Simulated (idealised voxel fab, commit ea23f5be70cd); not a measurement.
Process module under the name voxel self aligned contacts
This is section cut - it's 195 nm across, gridded in 5 nm square cells.
This document writes a cross-section as a grid whose cells are square, and gives it as bands, listed from the top down; one or more rows of cells form a band. Look at the band entry: it leads with the top's height and the bottom's height in nm. Then it lists the materials left to right, with a width in nm for each. The word "throughout" on a single material says that material fills the band edge to edge. The word "air" is empty space. Counting heights begins at 0, where everything beneath is, in the wafer as received, one material. The lowest band has no bottom; it goes on downwards, as "0 and below" shows. With a width like "30->40", each row of cells in the band differs from the next by the same amount, the top row carrying the first number and the bottom row the second. Key: "left unchanged" - step with no changed cell in the cross-section. So "Sealed internal voids" is basically the list of trapped voids: any empty space of 8 cells or more that can't reach the top through an opening. They're written width x height at distance, the distance being from the left edge, and it's all nm. Where a step's line continues beyond its settings, the continuation is a remark by the simulator itself on that step. You can add "overlay nm" to a step's line. For a step with a mask, it describes how far the mask lay to the right of its planned position, and a negative number describes a lay to the left.
### plan
1. RECEIVE: material Si
2. CONFORMAL_DEP: material SiO2, thk nm 5
3. DIRECTIONAL_DEP: material polySi, thk nm 30
4. DIRECTIONAL_DEP: material SiN, thk nm 15
5. PATTERN: tone cover, mask id GATE, material resist, width nm 30, pitch nm 65, thk nm 15, overlay nm 0
6. DIRECTIONAL_ETCH: etch materials SiN, depth nm 15
7. DIRECTIONAL_ETCH: etch materials polySi, depth nm 30
8. STRIP: etch materials resist
9. CONFORMAL_DEP: material SiN, thk nm 5
10. DIRECTIONAL_ETCH: etch materials SiN, depth nm 5
11. FILL_DEP: material SiO2, thk nm 15
12. CMP: height nm 60
13. MASKED_ETCH: tone open, mask id CONTACT, width nm 45, pitch nm 65, etch materials SiO2, depth nm 60, overlay nm 0
14. CONFORMAL_DEP: material TiN, thk nm 5
15. FILL_DEP: material Ru, thk nm 5
16. CMP: height nm 60
17. CONFORMAL_DEP: material SiCN, thk nm 5
All wafers enter the flow in the same state. The thk nm at step 2 differs from wafer to wafer, and the plan gives the value for the first wafer.
### Here's the first of the wafers in cross-section, just as we got it, i.e. after step 1
    0 and below  Si throughout
    Sealed internal voids: none
### Here is the cross-section of the first of several wafers at the end of the module, after its last step, step 17
    65 down to 60  SiCN throughout
    60 down to 50  40 SiO2  5->15 TiN  35->15 Ru  5->15 TiN  20 SiO2  5->15 TiN  35->15 Ru  5->15 TiN  45 SiO2
    50 down to 35  10 SiO2  40 SiN  5 TiN  15 Ru  5 TiN  40 SiN  5 TiN  15 Ru  5 TiN  40 SiN  15 SiO2
    35 down to 5  10 SiO2  5 SiN  30 polySi  5 SiN  5 TiN  15 Ru  5 TiN  5 SiN  30 polySi  5 SiN  5 TiN  15 Ru  5 TiN  5 SiN  30 polySi  5 SiN  15 SiO2
    5 down to 0  50 SiO2  25 TiN  40 SiO2  25 TiN  55 SiO2
    0 and below  Si throughout
    Sealed internal voids: none
### End of module, last wafer sectioned
    65 down to 60  SiCN throughout
    60 down to 50  10 SiO2  40 SiN  5 TiN  15 Ru  5 TiN  40 SiN  5 TiN  15 Ru  5 TiN  40 SiN  15 SiO2
    50 down to 20  10 SiO2  5 SiN  30 polySi  5 SiN  5 TiN  15 Ru  5 TiN  5 SiN  30 polySi  5 SiN  5 TiN  15 Ru  5 TiN  5 SiN  30 polySi  5 SiN  15 SiO2
    20 down to 5  50 SiO2  5 TiN  15 Ru  5 TiN  40 SiO2  5 TiN  15 Ru  5 TiN  55 SiO2
    5 down to 0  50 SiO2  25 TiN  40 SiO2  25 TiN  55 SiO2
    0 and below  Si throughout
    Sealed internal voids: none
### So in this table every wafer gets its own row, and what you see is where it stands at the end of the module: for each material, how many cells it picked up (+) or gave up (-) since we received it, and after that its closed voids
thk nm 5, +74 Ru, +39 SiCN, +108 SiN, +116 SiO2, +62 TiN, +108 polySi, Sealed internal voids: none
thk nm 10, +66 Ru, +39 SiCN, +108 SiN, +124 SiO2, +62 TiN, +108 polySi, Sealed internal voids: none
thk nm 15, +66 Ru, +39 SiCN, +108 SiN, +132 SiO2, +54 TiN, +108 polySi, Sealed internal voids: none
thk nm 20, +66 Ru, +39 SiCN, +84 SiN, +156 SiO2, +54 TiN, +108 polySi, Sealed internal voids: none
